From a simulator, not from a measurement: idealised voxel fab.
A process module follows: voxel quadruple lines.
Pictured: cross-section cut, 255 nm wide, on a grid of 5 nm square cells.
Cross-section, as written here: a square-cell grid given band by band from the top down, where a band holds one or more rows of cells.
Heights first: top, then bottom, in nm. Then materials, left to right, each with a width in nm. "throughout" on a single material: fills the band edge to edge. "air": empty space.
Height datum 0, below which the as-received substrate wafer is one material. Lowest band open at the bottom, running downward: "0 -> down".
A two-number width, for instance "30 to 40", indicates that the width is equal to the first number in the top row of the band and to the second number in the bottom row, and that it changes by a constant amount per row of cells.
For the purposes of this document, the phrase "no alteration" attached to a step denotes that no cell within the cross-section was modified by that step.
Basically, "Closed-off voids" tells you about the enclosed voids: empty spaces with no open way to the top, 8 cells or bigger, each written width x height at distance, where distance is from the left edge, all in nm.
Note: text after step settings on the step line = simulator remark on that step.
The "overlay nm" setting may appear on a step's line; for a step that uses a mask, it gives how far to the right of its planned position the mask lay, and a negative value indicates the left.
Steps in the process plan
- 1: RECEIVE,material Si
- 2: CONFORMAL_DEP,material Al2O3,thk nm 5
- 3: DIRECTIONAL_DEP,material W,thk nm 15
- 4: DIRECTIONAL_DEP,material polySi,thk nm 20
- 5: DIRECTIONAL_DEP,material aC,thk nm 20
- 6: PATTERN,tone cover,mask id MANDREL,material resist,width nm 20,pitch nm 60,thk nm 25,overlay nm 0
- 7: DIRECTIONAL_ETCH,etch materials aC,depth nm 20
- 8: STRIP,etch materials resist
- 9: CONFORMAL_DEP,material SiO2,thk nm 10
- 10: DIRECTIONAL_ETCH,etch materials SiO2,depth nm 10
- 11: STRIP,etch materials aC
- 12: DIRECTIONAL_ETCH,etch materials polySi,depth nm 20
- 13: STRIP,etch materials SiO2
- 14: CONFORMAL_DEP,material SiN,thk nm 5
- 15: DIRECTIONAL_ETCH,etch materials SiN,depth nm 5
- 16: STRIP,etch materials polySi
- 17: DIRECTIONAL_ETCH,etch materials W,depth nm 15
- 18: STRIP,etch materials SiN
- 19: FILL_DEP,material lowk,thk nm 5
- 20: CMP,height nm 10
Among the wafers covered here, the point of difference is the height nm at step 20; their starting state is shared, and the plan presents the value of the first wafer.
Cross-sectional view of the first of several wafers in the as-received condition, corresponding to the state following step 1
	0 -> down | Si throughout
	Closed-off voids: none
The rows of the table below are wafers. Looking at the end of the module, a row counts, for every material, the cells the wafer has gained, shown as (+), or lost, shown as (-), since it was received; its closed voids come next
height nm 10, +51 Al2O3, +8 W, +43 lowk, Closed-off voids: none
height nm 15, +51 Al2O3, +16 W, +86 lowk, Closed-off voids: none
height nm 20, +51 Al2O3, +24 W, +129 lowk, Closed-off voids: none
height nm 25, +51 Al2O3, +24 W, +180 lowk, Closed-off voids: none
